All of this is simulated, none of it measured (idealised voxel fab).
Herein follows the process module entitled voxel local oxidation.
Cross-section cut: width 225 nm, square cells of 5 nm.
In what follows, cross-sections appear as grids of square cells, described through bands that run from the top down, where every band is one or more rows of cells.
Top height, bottom height, nm. Materials left to right, width each, nm. Single material + "everywhere" = fills band edge to edge. "blank" = empty.
Heights are expressed relative to 0, this being the level below which the as-received wafer comprises one material exclusively. The lowest band is unbounded in the downward direction and is denoted as in "z 0 and below".
The width entry "30..40" should be interpreted row by row: the top row of cells in the band takes the first number, the bottom row takes the second number, and the change between adjacent rows is uniform throughout.
Any step labelled "left unchanged" changed none of the cells in the cross-section.
What "Completely sealed voids" gives you is every empty space of 8 cells or more that is cut off from the top. Each appears as width x height at distance, with the distance taken from the left edge and width, height and distance all in nm.
Note: text after step settings on the step line = simulator remark on that step.
Regarding "overlay nm": on a step with a mask, it is the distance the mask lay to the right of its planned place; a negative value places it to the left.

LISTED BELOW ARE THE PROCESS STEPS AS PLANNED
1,RECEIVE,material Si
2,OXIDIZE,depth nm 5
3,CONFORMAL_DEP,material SiN,thk nm 15
4,MASKED_ETCH,tone cover,mask id ACTIVE,width nm 95,etch materials SiN,depth nm 15,overlay nm 0
5,SELECTIVE_ETCH,etch materials SiO2,depth nm 5
6,OXIDIZE,depth nm 15
7,STRIP,etch materials SiN

CROSS-SECTION, INCOMING MATERIAL, AFTER STEP 1
z 0 and below | Si everywhere
Completely sealed voids: none

WAFER CROSS-SECTION AT MODULE END: FIRST OF TWO, RUN TO PLAN
z 0 to -5 | blank: 70 / SiO2: 85 / blank: 70
z -5 to -20 | SiO2: 85 / Si: 55 / SiO2: 85
z -20 and below | Si everywhere
Completely sealed voids: none

CROSS-SECTIONAL VIEW: SECOND OF TWO WAFERS, END OF MODULE; START AND PLAN IDENTICAL TO THE FIRST, ONE MISTAKE IN RUNNING
z 0 to -5 | blank: 60 / SiO2: 85 / blank: 80
z -5 to -20 | SiO2: 75 / Si: 55 / SiO2: 95
z -20 and below | Si everywhere
Completely sealed voids: none
So what did we get wrong on this run? step 4 ran with different settings than intended, the actual operation and settings being MASKED_ETCH,tone cover,mask id ACTIVE,width nm 95,etch materials SiN,depth nm 15,overlay nm -10
End check, second vs first wafer: material counts in cells match, positions do not.
